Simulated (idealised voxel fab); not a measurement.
Herein follows the process module entitled voxel wiring stack.
Displayed cross-section: cut, width of 295 nm, square cells sized 5 nm.
Cross-section spec: square-cell grid; bands listed top down; each band is one or more rows. Within each band entry, the heights of the top and of the bottom of the band appear first, in that order and in nm; the materials of the band then follow from left to right, each with its corresponding width in nm. The designation "throughout" on a single material indicates that it fills the band from edge to edge; the designation "empty" indicates empty space. Height 0 is the level under which the wafer as received is all one material. The lowest band goes on downwards, as in "0 -> down". When a width is written as two numbers, as in "30->40", the first number is the width in the top row of cells of the band and the second is the width in its bottom row, and the width changes by the same amount from each row to the next. Key: "remained the same" - step with no changed cell in the cross-section. "Sealed-off cavities" means: voids of 8 cells or more that are shut off from the top with no open way through. Written width x height at distance, distance from the left edge, in nm. Whatever follows a step's settings on its line is a remark the simulator itself makes about that step. Each step line may optionally specify "overlay nm", which for a step with a mask gives the rightward distance between the mask's planned place and where it lay, a negative value indicating the leftward direction.
### List of planned process steps
| 1 | RECEIVE | material Si |
| 2 | CONFORMAL_DEP | material SiO2 | thk nm 10 |
| 3 | DIRECTIONAL_DEP | material TiN | thk nm 5 |
| 4 | DIRECTIONAL_DEP | material Ru | thk nm 20 |
| 5 | MASKED_ETCH | tone cover | mask id METAL_1 | width nm 30 | pitch nm 50 | etch materials Ru | depth nm 20 | overlay nm 0 |
| 6 | MASKED_ETCH | tone cover | mask id METAL_1 | width nm 30 | pitch nm 50 | etch materials TiN | depth nm 5 | overlay nm 0 |
| 7 | FILL_DEP | material SiO2 | thk nm 5 |
| 8 | CMP | height nm 35 |
| 9 | CONFORMAL_DEP | material SiCN | thk nm 5 |
| 10 | DIRECTIONAL_DEP | material lowk | thk nm 25 |
| 11 | MASKED_ETCH | tone open | mask id METAL_2_HOLES | width nm 15 | pitch nm 50 | etch materials lowk | depth nm 25 | overlay nm 0 |
| 12 | MASKED_ETCH | tone open | mask id METAL_2 | width nm 30 | pitch nm 50 | etch materials lowk | depth nm 15 | overlay nm 0 |
| 13 | MASKED_ETCH | tone open | mask id METAL_2 | width nm 30 | pitch nm 50 | etch materials SiCN | depth nm 5 | overlay nm 0 |
| 14 | CONFORMAL_DEP | material TiN | thk nm 5 |
| 15 | FILL_DEP | material Ru | thk nm 5 |
| 16 | CMP | height nm 65 |
| 17 | CONFORMAL_DEP | material SiCN | thk nm 5 |
| 18 | DIRECTIONAL_DEP | material SiO2 | thk nm 10 |
| 19 | MASKED_ETCH | tone open | mask id PLUG_2 | width nm 15 | pitch nm 100 | etch materials SiO2 | depth nm 10 | overlay nm 0 |
| 20 | MASKED_ETCH | tone open | mask id PLUG_2 | width nm 15 | pitch nm 100 | etch materials SiCN | depth nm 5 | overlay nm 0 |
| 21 | EPI | material Ru | thk nm 10 |
| 22 | EPI | material Ru | thk nm 5 |
| 23 | DIRECTIONAL_DEP | material TiN | thk nm 5 |
| 24 | DIRECTIONAL_DEP | material W | thk nm 25 |
| 25 | MASKED_ETCH | tone cover | mask id METAL_3 | width nm 30 | pitch nm 50 | etch materials W | depth nm 25 | overlay nm 0 |
| 26 | MASKED_ETCH | tone cover | mask id METAL_3 | width nm 30 | pitch nm 50 | etch materials TiN | depth nm 5 | overlay nm 0 |
| 27 | CONFORMAL_DEP | material SiCN | thk nm 5 |
| 28 | FILL_DEP | material lowk | thk nm 5 |
| 29 | CMP | height nm 110 |
| 30 | CONFORMAL_DEP | material SiCN | thk nm 5 |
| 31 | DIRECTIONAL_DEP | material SiO2 | thk nm 25 |
| 32 | DIRECTIONAL_DEP | material aC | thk nm 10 |
| 33 | PATTERN | tone open | mask id METAL_4 | material resist | width nm 30 | pitch nm 50 | thk nm 25 | overlay nm 0 |
| 34 | DIRECTIONAL_ETCH | etch materials aC | depth nm 10 |
| 35 | STRIP | etch materials resist |
| 36 | DIRECTIONAL_ETCH | etch materials SiO2 | depth nm 15 |
| 37 | STRIP | etch materials aC |
| 38 | MASKED_ETCH | tone open | mask id METAL_4_HOLES | width nm 15 | pitch nm 50 | etch materials SiO2 | depth nm 10 | overlay nm 0 |
| 39 | MASKED_ETCH | tone open | mask id METAL_4_HOLES | width nm 15 | pitch nm 50 | etch materials SiCN | depth nm 5 | overlay nm 0 |
| 40 | CONFORMAL_DEP | material TiN | thk nm 5 |
| 41 | FILL_DEP | material Cu | thk nm 10 |
| 42 | CMP | height nm 140 |
| 43 | CONFORMAL_DEP | material SiN | thk nm 5 |
### Account of the first of two wafers, which was processed as intended
### Wafer cross-section on receipt, i.e. after step 1
> 0 -> down: Si throughout
> Sealed-off cavities: none
### Sectional view: wafer, after step 2
> 10 -> 0: SiO2 throughout
> Unchanged below 0.
### Sectional view: wafer, after step 3
> 15 -> 10: TiN throughout
> Unchanged below 10.
### Sectional view: wafer, after step 4
> 35 -> 15: Ru throughout
> Unchanged below 15.
### Sectional view: wafer, after step 5
> 35 -> 15: empty=55, then Ru=30, then empty=20, then Ru=30, then empty=20, then Ru=30, then empty=20, then Ru=30, then empty=60
> Unchanged below 15.
### Sectional view: wafer, after step 6
> 35 -> 15: empty=55, then Ru=30, then empty=20, then Ru=30, then empty=20, then Ru=30, then empty=20, then Ru=30, then empty=60
> 15 -> 10: empty=55, then TiN=30, then empty=20, then TiN=30, then empty=20, then TiN=30, then empty=20, then TiN=30, then empty=60
> Unchanged below 10.
### Sectional view: wafer, after step 7
> 40 -> 35: SiO2 throughout
> 35 -> 15: SiO2=55, then Ru=30, then SiO2=20, then Ru=30, then SiO2=20, then Ru=30, then SiO2=20, then Ru=30, then SiO2=60
> 15 -> 10: SiO2=55, then TiN=30, then SiO2=20, then TiN=30, then SiO2=20, then TiN=30, then SiO2=20, then TiN=30, then SiO2=60
> Unchanged below 10.
### Sectional view: wafer, after step 8
> 35 -> 15: SiO2=55, then Ru=30, then SiO2=20, then Ru=30, then SiO2=20, then Ru=30, then SiO2=20, then Ru=30, then SiO2=60
> Unchanged below 15.
### Sectional view: wafer, after step 9
> 40 -> 35: SiCN throughout
> Unchanged below 35.
### Sectional view: wafer, after step 10
> 65 -> 40: lowk throughout
> Unchanged below 40.
### Sectional view: wafer, after step 11
> 65 -> 40: lowk=55, then empty=15, then lowk=35, then empty=15, then lowk=35, then empty=15, then lowk=35, then empty=15, then lowk=75
> Unchanged below 40.
### Sectional view: wafer, after step 12
> 65 -> 50: lowk=55, then empty=30, then lowk=20, then empty=30, then lowk=20, then empty=30, then lowk=20, then empty=30, then lowk=60
> Unchanged below 50.
### Sectional view: wafer, after step 13
> 65 -> 50: lowk=55, then empty=30, then lowk=20, then empty=30, then lowk=20, then empty=30, then lowk=20, then empty=30, then lowk=60
> 50 -> 40: lowk=55, then empty=15, then lowk=35, then empty=15, then lowk=35, then empty=15, then lowk=35, then empty=15, then lowk=75
> 40 -> 35: SiCN=55, then empty=15, then SiCN=35, then empty=15, then SiCN=35, then empty=15, then SiCN=35, then empty=15, then SiCN=75
> Unchanged below 35.
### Sectional view: wafer, after step 14
> 70 -> 65: TiN=60, then empty=20, then TiN=30, then empty=20, then TiN=30, then empty=20, then TiN=30, then empty=20, then TiN=65
> 65 -> 55: lowk=55, then TiN=5, then empty=20, then TiN=5, then lowk=20, then TiN=5, then empty=20, then TiN=5, then lowk=20, then TiN=5, then empty=20, then TiN=5, then lowk=20, then TiN=5, then empty=20, then TiN=5, then lowk=60
> 55 -> 50: lowk=55, then TiN=5, then empty=5, then TiN=20, then lowk=20, then TiN=5, then empty=5, then TiN=20, then lowk=20, then TiN=5, then empty=5, then TiN=20, then lowk=20, then TiN=5, then empty=5, then TiN=20, then lowk=60
> 50 -> 40: lowk=55, then TiN=5, then empty=5, then TiN=5, then lowk=35, then TiN=5, then empty=5, then TiN=5, then lowk=35, then TiN=5, then empty=5, then TiN=5, then lowk=35, then TiN=5, then empty=5, then TiN=5, then lowk=75
> 40 -> 35: SiCN=55, then TiN=15, then SiCN=35, then TiN=15, then SiCN=35, then TiN=15, then SiCN=35, then TiN=15, then SiCN=75
> Unchanged below 35.
### Sectional view: wafer, after step 15
> 75 -> 70: Ru throughout
> 70 -> 65: TiN=60, then Ru=20, then TiN=30, then Ru=20, then TiN=30, then Ru=20, then TiN=30, then Ru=20, then TiN=65
> 65 -> 55: lowk=55, then TiN=5, then Ru=20, then TiN=5, then lowk=20, then TiN=5, then Ru=20, then TiN=5, then lowk=20, then TiN=5, then Ru=20, then TiN=5, then lowk=20, then TiN=5, then Ru=20, then TiN=5, then lowk=60
> 55 -> 50: lowk=55, then TiN=5, then Ru=5, then TiN=20, then lowk=20, then TiN=5, then Ru=5, then TiN=20, then lowk=20, then TiN=5, then Ru=5, then TiN=20, then lowk=20, then TiN=5, then Ru=5, then TiN=20, then lowk=60
> 50 -> 40: lowk=55, then TiN=5, then Ru=5, then TiN=5, then lowk=35, then TiN=5, then Ru=5, then TiN=5, then lowk=35, then TiN=5, then Ru=5, then TiN=5, then lowk=35, then TiN=5, then Ru=5, then TiN=5, then lowk=75
> Unchanged below 40.
### Sectional view: wafer, after step 16
> 65 -> 55: lowk=55, then TiN=5, then Ru=20, then TiN=5, then lowk=20, then TiN=5, then Ru=20, then TiN=5, then lowk=20, then TiN=5, then Ru=20, then TiN=5, then lowk=20, then TiN=5, then Ru=20, then TiN=5, then lowk=60
> Unchanged below 55.
### Sectional view: wafer, after step 17
> 70 -> 65: SiCN throughout
> Unchanged below 65.
### Sectional view: wafer, after step 18
> 80 -> 70: SiO2 throughout
> Unchanged below 70.
### Sectional view: wafer, after step 19
> 80 -> 70: SiO2=55, then empty=15, then SiO2=85, then empty=15, then SiO2=125
> Unchanged below 70.
### Sectional view: wafer, after step 20
> 80 -> 70: SiO2=55, then empty=15, then SiO2=85, then empty=15, then SiO2=125
> 70 -> 65: SiCN=55, then empty=15, then SiCN=85, then empty=15, then SiCN=125
> Unchanged below 65.
### Sectional view: wafer, after step 21
> 80 -> 75: SiO2=55, then empty=15, then SiO2=85, then empty=15, then SiO2=125
> 75 -> 70: SiO2=55, then Ru=15, then SiO2=85, then Ru=15, then SiO2=125
> 70 -> 65: SiCN=55, then Ru=15, then SiCN=85, then Ru=15, then SiCN=125
> Unchanged below 65.
### Sectional view: wafer, after step 22
> 80 -> 70: SiO2=55, then Ru=15, then SiO2=85, then Ru=15, then SiO2=125
> Unchanged below 70.
### Sectional view: wafer, after step 23
> 85 -> 80: TiN throughout
> Unchanged below 80.
### Sectional view: wafer, after step 24
> 110 -> 85: W throughout
> Unchanged below 85.
### Sectional view: wafer, after step 25
> 110 -> 85: empty=55, then W=30, then empty=20, then W=30, then empty=20, then W=30, then empty=20, then W=30, then empty=60
> Unchanged below 85.
### Sectional view: wafer, after step 26
> 110 -> 85: empty=55, then W=30, then empty=20, then W=30, then empty=20, then W=30, then empty=20, then W=30, then empty=60
> 85 -> 80: empty=55, then TiN=30, then empty=20, then TiN=30, then empty=20, then TiN=30, then empty=20, then TiN=30, then empty=60
> Unchanged below 80.
### Sectional view: wafer, after step 27
> 115 -> 110: empty=50, then SiCN=40, then empty=10, then SiCN=40, then empty=10, then SiCN=40, then empty=10, then SiCN=40, then empty=55
> 110 -> 85: empty=50, then SiCN=5, then W=30, then SiCN=5, then empty=10, then SiCN=5, then W=30, then SiCN=5, then empty=10, then SiCN=5, then W=30, then SiCN=5, then empty=10, then SiCN=5, then W=30, then SiCN=5, then empty=55
> 85 -> 80: SiCN=55, then TiN=30, then SiCN=20, then TiN=30, then SiCN=20, then TiN=30, then SiCN=20, then TiN=30, then SiCN=60
> Unchanged below 80.
### Sectional view: wafer, after step 28
> 120 -> 115: lowk throughout
> 115 -> 110: lowk=50, then SiCN=40, then lowk=10, then SiCN=40, then lowk=10, then SiCN=40, then lowk=10, then SiCN=40, then lowk=55
> 110 -> 85: lowk=50, then SiCN=5, then W=30, then SiCN=5, then lowk=10, then SiCN=5, then W=30, then SiCN=5, then lowk=10, then SiCN=5, then W=30, then SiCN=5, then lowk=10, then SiCN=5, then W=30, then SiCN=5, then lowk=55
> Unchanged below 85.
### Sectional view: wafer, after step 29
> 110 -> 85: lowk=50, then SiCN=5, then W=30, then SiCN=5, then lowk=10, then SiCN=5, then W=30, then SiCN=5, then lowk=10, then SiCN=5, then W=30, then SiCN=5, then lowk=10, then SiCN=5, then W=30, then SiCN=5, then lowk=55
> Unchanged below 85.
### Sectional view: wafer, after step 30
> 115 -> 110: SiCN throughout
> Unchanged below 110.
### Sectional view: wafer, after step 31
> 140 -> 115: SiO2 throughout
> Unchanged below 115.
### Sectional view: wafer, after step 32
> 150 -> 140: aC throughout
> Unchanged below 140.
### Sectional view: wafer, after step 33
> 175 -> 150: resist=55, then empty=30, then resist=20, then empty=30, then resist=20, then empty=30, then resist=20, then empty=30, then resist=60
> Unchanged below 150.
### Sectional view: wafer, after step 34
> 165 -> 150: resist=55, then empty=30, then resist=20, then empty=30, then resist=20, then empty=30, then resist=20, then empty=30, then resist=60
> 150 -> 140: aC=55, then empty=30, then aC=20, then empty=30, then aC=20, then empty=30, then aC=20, then empty=30, then aC=60
> Unchanged below 140.
### Sectional view: wafer, after step 35
> 150 -> 140: aC=55, then empty=30, then aC=20, then empty=30, then aC=20, then empty=30, then aC=20, then empty=30, then aC=60
> Unchanged below 140.
### Sectional view: wafer, after step 36
> 150 -> 140: aC=55, then empty=30, then aC=20, then empty=30, then aC=20, then empty=30, then aC=20, then empty=30, then aC=60
> 140 -> 125: SiO2=55, then empty=30, then SiO2=20, then empty=30, then SiO2=20, then empty=30, then SiO2=20, then empty=30, then SiO2=60
> Unchanged below 125.
### Sectional view: wafer, after step 37
> 140 -> 125: SiO2=55, then empty=30, then SiO2=20, then empty=30, then SiO2=20, then empty=30, then SiO2=20, then empty=30, then SiO2=60
> Unchanged below 125.
### Sectional view: wafer, after step 38
> 140 -> 125: SiO2=55, then empty=30, then SiO2=20, then empty=30, then SiO2=20, then empty=30, then SiO2=20, then empty=30, then SiO2=60
> 125 -> 115: SiO2=55, then empty=15, then SiO2=35, then empty=15, then SiO2=35, then empty=15, then SiO2=35, then empty=15, then SiO2=75
> Unchanged below 115.
### Sectional view: wafer, after step 39
> 140 -> 125: SiO2=55, then empty=30, then SiO2=20, then empty=30, then SiO2=20, then empty=30, then SiO2=20, then empty=30, then SiO2=60
> 125 -> 115: SiO2=55, then empty=15, then SiO2=35, then empty=15, then SiO2=35, then empty=15, then SiO2=35, then empty=15, then SiO2=75
> 115 -> 110: SiCN=55, then empty=15, then SiCN=35, then empty=15, then SiCN=35, then empty=15, then SiCN=35, then empty=15, then SiCN=75
> Unchanged below 110.
### Sectional view: wafer, after step 40
> 145 -> 140: TiN=60, then empty=20, then TiN=30, then empty=20, then TiN=30, then empty=20, then TiN=30, then empty=20, then TiN=65
> 140 -> 130: SiO2=55, then TiN=5, then empty=20, then TiN=5, then SiO2=20, then TiN=5, then empty=20, then TiN=5, then SiO2=20, then TiN=5, then empty=20, then TiN=5, then SiO2=20, then TiN=5, then empty=20, then TiN=5, then SiO2=60
> 130 -> 125: SiO2=55, then TiN=5, then empty=5, then TiN=20, then SiO2=20, then TiN=5, then empty=5, then TiN=20, then SiO2=20, then TiN=5, then empty=5, then TiN=20, then SiO2=20, then TiN=5, then empty=5, then TiN=20, then SiO2=60
> 125 -> 115: SiO2=55, then TiN=5, then empty=5, then TiN=5, then SiO2=35, then TiN=5, then empty=5, then TiN=5, then SiO2=35, then TiN=5, then empty=5, then TiN=5, then SiO2=35, then TiN=5, then empty=5, then TiN=5, then SiO2=75
> 115 -> 110: SiCN=55, then TiN=15, then SiCN=35, then TiN=15, then SiCN=35, then TiN=15, then SiCN=35, then TiN=15, then SiCN=75
> Unchanged below 110.
### Sectional view: wafer, after step 41
> 155 -> 145: Cu throughout
> 145 -> 140: TiN=60, then Cu=20, then TiN=30, then Cu=20, then TiN=30, then Cu=20, then TiN=30, then Cu=20, then TiN=65
> 140 -> 130: SiO2=55, then TiN=5, then Cu=20, then TiN=5, then SiO2=20, then TiN=5, then Cu=20, then TiN=5, then SiO2=20, then TiN=5, then Cu=20, then TiN=5, then SiO2=20, then TiN=5, then Cu=20, then TiN=5, then SiO2=60
> 130 -> 125: SiO2=55, then TiN=5, then Cu=5, then TiN=20, then SiO2=20, then TiN=5, then Cu=5, then TiN=20, then SiO2=20, then TiN=5, then Cu=5, then TiN=20, then SiO2=20, then TiN=5, then Cu=5, then TiN=20, then SiO2=60
> 125 -> 115: SiO2=55, then TiN=5, then Cu=5, then TiN=5, then SiO2=35, then TiN=5, then Cu=5, then TiN=5, then SiO2=35, then TiN=5, then Cu=5, then TiN=5, then SiO2=35, then TiN=5, then Cu=5, then TiN=5, then SiO2=75
> Unchanged below 115.
### Sectional view: wafer, after step 42
> 140 -> 130: SiO2=55, then TiN=5, then Cu=20, then TiN=5, then SiO2=20, then TiN=5, then Cu=20, then TiN=5, then SiO2=20, then TiN=5, then Cu=20, then TiN=5, then SiO2=20, then TiN=5, then Cu=20, then TiN=5, then SiO2=60
> Unchanged below 130.
### Sectional view: wafer, after step 43
> 145 -> 140: SiN throughout
> Unchanged below 140.
### The second wafer began exactly as the first did and followed the same plan, but one mistake was made while running it; through step 16 inclusive, the two wafers are identical
### Second wafer, cut view, end of step 17 per plan
> 70 -> 65: aC throughout
> Unchanged below 65.
### Second wafer, cut view, end of step 18 per plan
> 80 -> 70: SiO2 throughout
> Unchanged below 70.
### Second wafer, cut view, end of step 19 per plan
> 80 -> 70: SiO2=55, then empty=15, then SiO2=85, then empty=15, then SiO2=125
> Unchanged below 70.
Second wafer, cut view, end of step 20 per plan: remained the same
Second wafer, cut view, end of step 21 per plan: remained the same
Second wafer, cut view, end of step 22 per plan: remained the same
### Second wafer, cut view, end of step 23 per plan
> 85 -> 80: TiN=55, then empty=15, then TiN=85, then empty=15, then TiN=125
> 80 -> 75: SiO2=55, then empty=15, then SiO2=85, then empty=15, then SiO2=125
> 75 -> 70: SiO2=55, then TiN=15, then SiO2=85, then TiN=15, then SiO2=125
> Unchanged below 70.
### Second wafer, cut view, end of step 24 per plan
> 110 -> 100: W=55, then empty=15, then W=85, then empty=15, then W=125
> 100 -> 85: W throughout
> 85 -> 80: TiN=55, then W=15, then TiN=85, then W=15, then TiN=125
> 80 -> 75: SiO2=55, then W=15, then SiO2=85, then W=15, then SiO2=125
> Unchanged below 75.
### Second wafer, cut view, end of step 25 per plan
> 110 -> 100: empty=70, then W=15, then empty=20, then W=30, then empty=35, then W=15, then empty=20, then W=30, then empty=60
> 100 -> 85: empty=55, then W=30, then empty=20, then W=30, then empty=20, then W=30, then empty=20, then W=30, then empty=60
> Unchanged below 85.
### Second wafer, cut view, end of step 26 per plan
> 110 -> 100: empty=70, then W=15, then empty=20, then W=30, then empty=35, then W=15, then empty=20, then W=30, then empty=60
> 100 -> 85: empty=55, then W=30, then empty=20, then W=30, then empty=20, then W=30, then empty=20, then W=30, then empty=60
> 85 -> 80: empty=55, then W=15, then TiN=15, then empty=20, then TiN=30, then empty=20, then W=15, then TiN=15, then empty=20, then TiN=30, then empty=60
> Unchanged below 80.
### Second wafer, cut view, end of step 27 per plan
> 115 -> 110: empty=65, then SiCN=25, then empty=10, then SiCN=40, then empty=25, then SiCN=25, then empty=10, then SiCN=40, then empty=55
> 110 -> 100: empty=65->50, then SiCN=5->20, then W=15, then SiCN=5, then empty=10, then SiCN=5, then W=30, then SiCN=5, then empty=25->10, then SiCN=5->20, then W=15, then SiCN=5, then empty=10, then SiCN=5, then W=30, then SiCN=5, then empty=55
> 100 -> 85: empty=50, then SiCN=5, then W=30, then SiCN=5, then empty=10, then SiCN=5, then W=30, then SiCN=5, then empty=10, then SiCN=5, then W=30, then SiCN=5, then empty=10, then SiCN=5, then W=30, then SiCN=5, then empty=55
> 85 -> 80: SiCN=55, then W=15, then TiN=15, then SiCN=20, then TiN=30, then SiCN=20, then W=15, then TiN=15, then SiCN=20, then TiN=30, then SiCN=60
> Unchanged below 80.
### Second wafer, cut view, end of step 28 per plan
> 120 -> 115: lowk throughout
> 115 -> 110: lowk=65, then SiCN=25, then lowk=10, then SiCN=40, then lowk=25, then SiCN=25, then lowk=10, then SiCN=40, then lowk=55
> 110 -> 100: lowk=65->50, then SiCN=5->20, then W=15, then SiCN=5, then lowk=10, then SiCN=5, then W=30, then SiCN=5, then lowk=25->10, then SiCN=5->20, then W=15, then SiCN=5, then lowk=10, then SiCN=5, then W=30, then SiCN=5, then lowk=55
> 100 -> 85: lowk=50, then SiCN=5, then W=30, then SiCN=5, then lowk=10, then SiCN=5, then W=30, then SiCN=5, then lowk=10, then SiCN=5, then W=30, then SiCN=5, then lowk=10, then SiCN=5, then W=30, then SiCN=5, then lowk=55
> Unchanged below 85.
### Second wafer, cut view, end of step 29 per plan
> 110 -> 100: lowk=65->50, then SiCN=5->20, then W=15, then SiCN=5, then lowk=10, then SiCN=5, then W=30, then SiCN=5, then lowk=25->10, then SiCN=5->20, then W=15, then SiCN=5, then lowk=10, then SiCN=5, then W=30, then SiCN=5, then lowk=55
> Unchanged below 100.
### Second wafer, cut view, end of step 30 per plan
> 115 -> 110: SiCN throughout
> Unchanged below 110.
### Second wafer, cut view, end of step 31 per plan
> 140 -> 115: SiO2 throughout
> Unchanged below 115.
### Second wafer, cut view, end of step 32 per plan
> 150 -> 140: aC throughout
> Unchanged below 140.
### Second wafer, cut view, end of step 33 per plan
> 175 -> 150: resist=55, then empty=30, then resist=20, then empty=30, then resist=20, then empty=30, then resist=20, then empty=30, then resist=60
> Unchanged below 150.
### Second wafer, cut view, end of step 34 per plan
> 165 -> 150: resist=55, then empty=30, then resist=20, then empty=30, then resist=20, then empty=30, then resist=20, then empty=30, then resist=60
> 150 -> 140: aC=55, then empty=30, then aC=20, then empty=30, then aC=20, then empty=30, then aC=20, then empty=30, then aC=60
> Unchanged below 140.
### Second wafer, cut view, end of step 35 per plan
> 150 -> 140: aC=55, then empty=30, then aC=20, then empty=30, then aC=20, then empty=30, then aC=20, then empty=30, then aC=60
> Unchanged below 140.
### Second wafer, cut view, end of step 36 per plan
> 150 -> 140: aC=55, then empty=30, then aC=20, then empty=30, then aC=20, then empty=30, then aC=20, then empty=30, then aC=60
> 140 -> 125: SiO2=55, then empty=30, then SiO2=20, then empty=30, then SiO2=20, then empty=30, then SiO2=20, then empty=30, then SiO2=60
> Unchanged below 125.
### Second wafer, cut view, end of step 37 per plan
> 140 -> 125: SiO2=55, then empty=30, then SiO2=20, then empty=30, then SiO2=20, then empty=30, then SiO2=20, then empty=30, then SiO2=60
> Unchanged below 125.
### Second wafer, cut view, end of step 38 per plan
> 140 -> 125: SiO2=55, then empty=30, then SiO2=20, then empty=30, then SiO2=20, then empty=30, then SiO2=20, then empty=30, then SiO2=60
> 125 -> 115: SiO2=55, then empty=15, then SiO2=35, then empty=15, then SiO2=35, then empty=15, then SiO2=35, then empty=15, then SiO2=75
> Unchanged below 115.
### Second wafer, cut view, end of step 39 per plan
> 140 -> 125: SiO2=55, then empty=30, then SiO2=20, then empty=30, then SiO2=20, then empty=30, then SiO2=20, then empty=30, then SiO2=60
> 125 -> 115: SiO2=55, then empty=15, then SiO2=35, then empty=15, then SiO2=35, then empty=15, then SiO2=35, then empty=15, then SiO2=75
> 115 -> 110: SiCN=55, then empty=15, then SiCN=35, then empty=15, then SiCN=35, then empty=15, then SiCN=35, then empty=15, then SiCN=75
> Unchanged below 110.
### Second wafer, cut view, end of step 40 per plan
> 145 -> 140: TiN=60, then empty=20, then TiN=30, then empty=20, then TiN=30, then empty=20, then TiN=30, then empty=20, then TiN=65
> 140 -> 130: SiO2=55, then TiN=5, then empty=20, then TiN=5, then SiO2=20, then TiN=5, then empty=20, then TiN=5, then SiO2=20, then TiN=5, then empty=20, then TiN=5, then SiO2=20, then TiN=5, then empty=20, then TiN=5, then SiO2=60
> 130 -> 125: SiO2=55, then TiN=5, then empty=5, then TiN=20, then SiO2=20, then TiN=5, then empty=5, then TiN=20, then SiO2=20, then TiN=5, then empty=5, then TiN=20, then SiO2=20, then TiN=5, then empty=5, then TiN=20, then SiO2=60
> 125 -> 115: SiO2=55, then TiN=5, then empty=5, then TiN=5, then SiO2=35, then TiN=5, then empty=5, then TiN=5, then SiO2=35, then TiN=5, then empty=5, then TiN=5, then SiO2=35, then TiN=5, then empty=5, then TiN=5, then SiO2=75
> 115 -> 110: SiCN=55, then TiN=15, then SiCN=35, then TiN=15, then SiCN=35, then TiN=15, then SiCN=35, then TiN=15, then SiCN=75
> Unchanged below 110.
### Second wafer, cut view, end of step 41 per plan
> 155 -> 145: Cu throughout
> 145 -> 140: TiN=60, then Cu=20, then TiN=30, then Cu=20, then TiN=30, then Cu=20, then TiN=30, then Cu=20, then TiN=65
> 140 -> 130: SiO2=55, then TiN=5, then Cu=20, then TiN=5, then SiO2=20, then TiN=5, then Cu=20, then TiN=5, then SiO2=20, then TiN=5, then Cu=20, then TiN=5, then SiO2=20, then TiN=5, then Cu=20, then TiN=5, then SiO2=60
> 130 -> 125: SiO2=55, then TiN=5, then Cu=5, then TiN=20, then SiO2=20, then TiN=5, then Cu=5, then TiN=20, then SiO2=20, then TiN=5, then Cu=5, then TiN=20, then SiO2=20, then TiN=5, then Cu=5, then TiN=20, then SiO2=60
> 125 -> 115: SiO2=55, then TiN=5, then Cu=5, then TiN=5, then SiO2=35, then TiN=5, then Cu=5, then TiN=5, then SiO2=35, then TiN=5, then Cu=5, then TiN=5, then SiO2=35, then TiN=5, then Cu=5, then TiN=5, then SiO2=75
> Unchanged below 115.
### Second wafer, cut view, end of step 42 per plan
> 140 -> 130: SiO2=55, then TiN=5, then Cu=20, then TiN=5, then SiO2=20, then TiN=5, then Cu=20, then TiN=5, then SiO2=20, then TiN=5, then Cu=20, then TiN=5, then SiO2=20, then TiN=5, then Cu=20, then TiN=5, then SiO2=60
> Unchanged below 130.
### Second wafer, cut view, end of step 43 per plan
> 145 -> 140: SiN throughout
> Unchanged below 140.
Heads up, the wafer didn't run the way we planned it: step 17 was processed under conditions differing from the plan, specifically as CONFORMAL_DEP | material aC | thk nm 5
FYI, end of process, the second wafer has more or fewer cells of some materials than the first: Ru -18; SiCN -47; aC +59; lowk +6
